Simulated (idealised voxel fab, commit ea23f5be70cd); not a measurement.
Process module in this document: voxel lift off
The width of the displayed cross-section, cut, is 165 nm; its cells are square, with a size of 5 nm.
Cross-section layout: square cells on a grid; listed as bands, top to bottom; a band spans one or more cell rows. Read a band's entry like this: the first values are the height of its top and the height of its bottom in nm, and what follows is the sequence of materials from left to right, each with its width in nm. Note that "blank" is empty space, and that a single material marked "everywhere" reaches across the band from edge to edge. Height is counted from the level 0, under which the received wafer is composed throughout of one material. The lowest of the bands is not closed at the bottom but continues downward, in the notation "0 down". A width given as "30->40" starts at the first number in the band's top row and ends at the second number in its bottom row, shifting by an equal amount at every step from row to row. The cross-section has no changed cell in any step marked "nothing was modified". Closed-off voids of 8+ cells (no open route to the top) go in "Closed void roster", written width x height at distance from the left edge, in nm. Formally, on a step line, whatever follows the settings is a remark that the simulator itself makes on the step. You can add "overlay nm" to a step's line. For a step with a mask, it describes how far the mask lay to the right of its planned position, and a negative number describes a lay to the left.
-- Below is the list of planned process steps
1 RECEIVE [material Si]
2 CONFORMAL_DEP [material Al2O3] [thk nm 5]
3 PATTERN [tone open] [mask id LINES] [material resist] [width nm 30] [pitch nm 45] [thk nm 15] [overlay nm 0]
4 DIRECTIONAL_DEP [material Ru] [thk nm 5]
5 STRIP [etch materials resist]
6 CONFORMAL_DEP [material SiN] [thk nm 5]
-- As-received wafer cross-section (after step 1)
* 0 down: Si everywhere
* Closed void roster: none
-- first wafer at the end, as planned
* 15 to 10: 15 blank; 40 SiN; 5 blank; 40 SiN; 5 blank; 40 SiN; 20 blank
* 10 to 5: 20 SiN; 30 Ru; 15 SiN; 30 Ru; 15 SiN; 30 Ru; 25 SiN
* 5 to 0: Al2O3 everywhere
* 0 down: Si everywhere
* Closed void roster: none
-- End-of-module cross-section of the second wafer: identical starting point and process plan to the first, with one processing mistake
* 15 to 10: 25 SiN; 20 blank; 25 SiN; 20 blank; 25 SiN; 20 blank; 30 SiN
* 10 to 5: 20 Ru; 30 SiN; 15 Ru; 30 SiN; 15 Ru; 30 SiN; 25 Ru
* 5 to 0: Al2O3 everywhere
* 0 down: Si everywhere
* Closed void roster: none
It is concluded that the wafer was processed incorrectly with respect to the plan, in that planned and actual differ for step 3; actual: PATTERN [tone cover] [mask id LINES] [material resist] [width nm 30] [pitch nm 45] [thk nm 15] [overlay nm 0]
Final comparison by cell count, materials where the second wafer has more or fewer than the first: 3 fewer of Ru
